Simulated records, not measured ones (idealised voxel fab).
process module | voxel trench capacitor
cross-section cut | 280 nm wide | cells 5 nm
A cross-section is a grid of square cells, given in bands from the top down. A band is one or more rows of cells.
Each band's line starts with the height of the band's top and of its bottom, in nm. Then come its materials from left to right, each with its width in nm. One material with "throughout" fills the band from edge to edge. "air" is empty space.
Height 0 is the level under which the wafer as received is all one material. The lowest band goes on downwards, as in "0 down".
A width such as "30 to 40" changes by the same amount from each row of cells to the next, from the band's top row to its bottom row.
"no change" after a step means that no cell of the cross-section changed.
closed voids: empty space of 8 cells or more with no open way to the top, each as width x height at its distance from the left edge, in nm
after a step's settings: what the simulator itself notes on the step
overlay nm, on a step with a mask: how far to the right of its planned place the mask lay; to the left if negative
plan
1 op RECEIVE | material Si
2 op CONFORMAL_DEP | material SiN | thk nm 10
3 op DIRECTIONAL_DEP | material aC | thk nm 15
4 op PATTERN | tone open | mask id TRENCH | material resist | width nm 30 | pitch nm 45 | thk nm 35 | overlay nm 0
5 op DIRECTIONAL_ETCH | etch materials aC | depth nm 15
6 op STRIP | etch materials resist
7 op DIRECTIONAL_ETCH | etch materials SiN | depth nm 10
8 op DIRECTIONAL_ETCH | etch materials Si | depth nm 30
9 op STRIP | etch materials aC
10 op CONFORMAL_DEP | material HfO2 | thk nm 5
11 op CONFORMAL_DEP | material TiN | thk nm 5
12 op FILL_DEP | material W | thk nm 10
13 op CMP | height nm 10
as received, after step 1
  0 down: Si throughout
  closed voids: none
a wafer at the end: this start, this plan, one mistake
  30 to 20: W throughout
  20 to 15: TiN 110 | W 10 | TiN 35 | W 10 | TiN 115
  15 to 10: HfO2 105 | TiN 5 | W 10 | TiN 5 | HfO2 25 | TiN 5 | W 10 | TiN 5 | HfO2 110
  10 to 0: SiN 100 | HfO2 5 | TiN 5 | W 10 | TiN 5 | HfO2 5 | SiN 15 | HfO2 5 | TiN 5 | W 10 | TiN 5 | HfO2 5 | SiN 105
  0 to -20: Si 100 | HfO2 5 | TiN 5 | W 10 | TiN 5 | HfO2 5 | Si 15 | HfO2 5 | TiN 5 | W 10 | TiN 5 | HfO2 5 | Si 105
  -20 to -25: Si 100 | HfO2 5 | TiN 20 | HfO2 5 | Si 15 | HfO2 5 | TiN 20 | HfO2 5 | Si 105
  -25 to -30: Si 100 | HfO2 30 | Si 15 | HfO2 30 | Si 105
  -30 down: Si throughout
  closed voids: none
what went wrong: step 13 was left out
